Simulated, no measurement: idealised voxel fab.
process module | voxel ribs on slabs
cross-section cut | 190 nm wide | cells 5 nm
A cross-section is a grid of square cells, given in bands from the top down. A band is one or more rows of cells.
Each band's line starts with the height of the band's top and of its bottom, in nm. Then come its materials from left to right, each with its width in nm. One material with "throughout" fills the band from edge to edge. "air" is empty space.
Height 0 is the level under which the wafer as received is all one material. The lowest band goes on downwards, as in "0 down".
A width such as "30 to 40" changes by the same amount from each row of cells to the next, from the band's top row to its bottom row.
"no change" after a step means that no cell of the cross-section changed.
closed voids: empty space of 8 cells or more with no open way to the top, each as width x height at its distance from the left edge, in nm
after a step's settings: what the simulator itself notes on the step
overlay nm, on a step with a mask: how far to the right of its planned place the mask lay; to the left if negative
plan
1 op RECEIVE | material Si
2 op DIRECTIONAL_DEP | material SiO2 | thk nm 20
3 op DIRECTIONAL_DEP | material SiN | thk nm 25
4 op DIRECTIONAL_DEP | material aC | thk nm 10
5 op PATTERN | tone cover | mask id RIB | material resist | width nm 20 | thk nm 30 | overlay nm 0
6 op DIRECTIONAL_ETCH | etch materials aC | depth nm 10
7 op STRIP | etch materials resist
8 op DIRECTIONAL_ETCH | etch materials SiN | depth nm 10
9 op STRIP | etch materials aC
10 op DIRECTIONAL_DEP | material aC | thk nm 15
11 op PATTERN | tone cover | mask id SLAB | material resist | width nm 80 | thk nm 35 | overlay nm 0
12 op DIRECTIONAL_ETCH | etch materials aC | depth nm 15
13 op STRIP | etch materials resist
14 op DIRECTIONAL_ETCH | etch materials SiN | depth nm 15
15 op STRIP | etch materials aC
16 op FILL_DEP | material SiO2 | thk nm 20
17 op CMP | height nm 55
18 op DIRECTIONAL_DEP | material W | thk nm 5
19 op MASKED_ETCH | tone cover | mask id HEATER | width nm 30 | etch materials W | depth nm 5 | overlay nm 0
20 op CONFORMAL_DEP | material SiN | thk nm 5
as received, after step 1
  0 down: Si throughout
  closed voids: none
first wafer at the end, as planned
  65 to 60: air 75 | SiN 40 | air 75
  60 to 55: SiN 80 | W 30 | SiN 80
  55 to 45: SiO2 throughout
  45 to 35: SiO2 85 | SiN 20 | SiO2 85
  35 to 20: SiO2 55 | SiN 80 | SiO2 55
  20 to 0: SiO2 throughout
  0 down: Si throughout
  closed voids: none
second wafer at the end: like start, like plan, one mistake
  60 to 55: air 80 | W 30 | air 80
  55 to 45: SiO2 throughout
  45 to 35: SiO2 85 | SiN 20 | SiO2 85
  35 to 20: SiO2 55 | SiN 80 | SiO2 55
  20 to 0: SiO2 throughout
  0 down: Si throughout
  closed voids: none
what went wrong: step 20 was left out
at the end the second wafer has, in cells: 40 fewer of SiN
